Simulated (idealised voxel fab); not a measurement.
process module | voxel gate over fins
cross-section cut | 240 nm wide | cells 5 nm
A cross-section is a grid of square cells, given in bands from the top down. A band is one or more rows of cells.
Each band's line starts with the height of the band's top and of its bottom, in nm. Then come its materials from left to right, each with its width in nm. One material with "throughout" fills the band from edge to edge. "air" is empty space.
Height 0 is the level under which the wafer as received is all one material. The lowest band goes on downwards, as in "0 down".
A width such as "30 to 40" changes by the same amount from each row of cells to the next, from the band's top row to its bottom row.
"no change" after a step means that no cell of the cross-section changed.
closed voids: empty space of 8 cells or more with no open way to the top, each as width x height at its distance from the left edge, in nm
after a step's settings: what the simulator itself notes on the step
overlay nm, on a step with a mask: how far to the right of its planned place the mask lay; to the left if negative
plan
1 op RECEIVE | material Si
2 op CONFORMAL_DEP | material SiN | thk nm 5
3 op DIRECTIONAL_DEP | material aC | thk nm 10
4 op PATTERN | tone cover | mask id FINS | material resist | width nm 15 | pitch nm 35 | thk nm 30 | overlay nm 0
5 op DIRECTIONAL_ETCH | etch materials aC | depth nm 10
6 op STRIP | etch materials resist
7 op DIRECTIONAL_ETCH | etch materials SiN | depth nm 5
8 op DIRECTIONAL_ETCH | etch materials Si | depth nm 35
9 op STRIP | etch materials aC
10 op FILL_DEP | material SiO2 | thk nm 10
11 op CMP | height nm 5
12 op SELECTIVE_ETCH | etch materials SiO2 | depth nm 20
13 op STRIP | etch materials SiN
14 op CONFORMAL_DEP | material HfO2 | thk nm 5
15 op CONFORMAL_DEP | material TiN | thk nm 5
16 op FILL_DEP | material W | thk nm 10
17 op CMP | height nm 5
18 op CONFORMAL_DEP | material SiCN | thk nm 5
varied across the wafers: height nm of step 17. The plan shows the first wafer's value. All wafers start alike
first wafer as received, after step 1
  0 down: Si throughout
  closed voids: none
each wafer at the end: cells of each material gained (+) or lost (-) since it was received, then its closed voids
height nm 5 | +72 HfO2 | -252 Si | +48 SiCN | +144 SiO2 | +44 TiN | +40 W | closed voids: none
height nm 10 | +72 HfO2 | -252 Si | +48 SiCN | +144 SiO2 | +72 TiN | +60 W | closed voids: none
height nm 15 | +72 HfO2 | -252 Si | +48 SiCN | +144 SiO2 | +72 TiN | +108 W | closed voids: none
height nm 20 | +72 HfO2 | -252 Si | +48 SiCN | +144 SiO2 | +72 TiN | +156 W | closed voids: none
